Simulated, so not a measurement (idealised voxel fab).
process module | voxel self aligned vias
cross-section cut | 275 nm wide | cells 5 nm
A cross-section is a grid of square cells, given in bands from the top down. A band is one or more rows of cells.
Each band's line starts with the height of the band's top and of its bottom, in nm. Then come its materials from left to right, each with its width in nm. One material with "throughout" fills the band from edge to edge. "air" is empty space.
Height 0 is the level under which the wafer as received is all one material. The lowest band goes on downwards, as in "0 down".
A width such as "30 to 40" changes by the same amount from each row of cells to the next, from the band's top row to its bottom row.
"no change" after a step means that no cell of the cross-section changed.
closed voids: empty space of 8 cells or more with no open way to the top, each as width x height at its distance from the left edge, in nm
after a step's settings: what the simulator itself notes on the step
overlay nm, on a step with a mask: how far to the right of its planned place the mask lay; to the left if negative
plan
1 op RECEIVE | material Si
2 op CONFORMAL_DEP | material SiO2 | thk nm 15
3 op CONFORMAL_DEP | material SiCN | thk nm 5
4 op DIRECTIONAL_DEP | material SiO2 | thk nm 25
5 op DIRECTIONAL_DEP | material aC | thk nm 15
6 op PATTERN | tone open | mask id LINES | material resist | width nm 30 | pitch nm 70 | thk nm 30 | overlay nm 0
7 op DIRECTIONAL_ETCH | etch materials aC | depth nm 15
8 op STRIP | etch materials resist
9 op DIRECTIONAL_ETCH | etch materials SiO2 | depth nm 25
10 op STRIP | etch materials aC
11 op CONFORMAL_DEP | material TiN | thk nm 5
12 op FILL_DEP | material W | thk nm 5
13 op CMP | height nm 45
14 op SELECTIVE_ETCH | etch materials W Ru TiN | depth nm 10
15 op FILL_DEP | material SiN | thk nm 10
16 op CMP | height nm 45
17 op DIRECTIONAL_DEP | material SiO2 | thk nm 15
18 op PATTERN | tone open | mask id VIAS | material resist | width nm 40 | pitch nm 70 | thk nm 15 | overlay nm 0
19 op DIRECTIONAL_ETCH | etch materials SiO2 | depth nm 15
20 op DIRECTIONAL_ETCH | etch materials SiN | depth nm 10
21 op STRIP | etch materials resist
22 op CONFORMAL_DEP | material TiN | thk nm 5
23 op FILL_DEP | material Cu | thk nm 10
24 op CMP | height nm 60
25 op CONFORMAL_DEP | material SiCN | thk nm 5
as received, after step 1
  0 down: Si throughout
  closed voids: none
first wafer at the end, as planned
  65 to 60: SiCN throughout
  60 to 50: SiO2 80 | TiN 5 | Cu 30 | TiN 5 | SiO2 30 | TiN 5 | Cu 30 | TiN 5 | SiO2 85
  50 to 40: SiO2 80 to 85 | TiN 10 to 5 | Cu 20 | TiN 10 to 5 | SiO2 30 to 40 | TiN 10 to 5 | Cu 20 | TiN 10 to 5 | SiO2 85 to 90
  40 to 35: SiO2 85 | TiN 30 | SiO2 40 | TiN 30 | SiO2 90
  35 to 25: SiO2 85 | TiN 5 | W 20 | TiN 5 | SiO2 40 | TiN 5 | W 20 | TiN 5 | SiO2 90
  25 to 20: SiO2 85 | TiN 30 | SiO2 40 | TiN 30 | SiO2 90
  20 to 15: SiCN throughout
  15 to 0: SiO2 throughout
  0 down: Si throughout
  closed voids: none
second wafer at the end: like start, like plan, one mistake
  65 to 60: SiCN throughout
  60 to 50: SiO2 80 | TiN 5 | Cu 30 | TiN 5 | SiO2 30 | TiN 5 | Cu 30 | TiN 5 | SiO2 85
  50 to 40: SiO2 80 to 85 | TiN 10 to 5 | Cu 20 | TiN 10 to 5 | SiO2 30 to 40 | TiN 10 to 5 | Cu 20 | TiN 10 to 5 | SiO2 85 to 90
  40 to 35: SiO2 85 | TiN 30 | SiO2 40 | TiN 30 | SiO2 90
  35 to 25: SiO2 85 | TiN 5 | W 20 | TiN 5 | SiO2 40 | TiN 5 | W 20 | TiN 5 | SiO2 90
  25 to 20: SiO2 85 | TiN 30 | SiO2 40 | TiN 30 | SiO2 90
  20 to 5: SiO2 throughout
  5 to 0: SiCN throughout
  0 down: Si throughout
  closed voids: none
what went wrong: steps 2 and 3 were swapped
at the end the second wafer has, in cells: as many of each material as the first, in other places
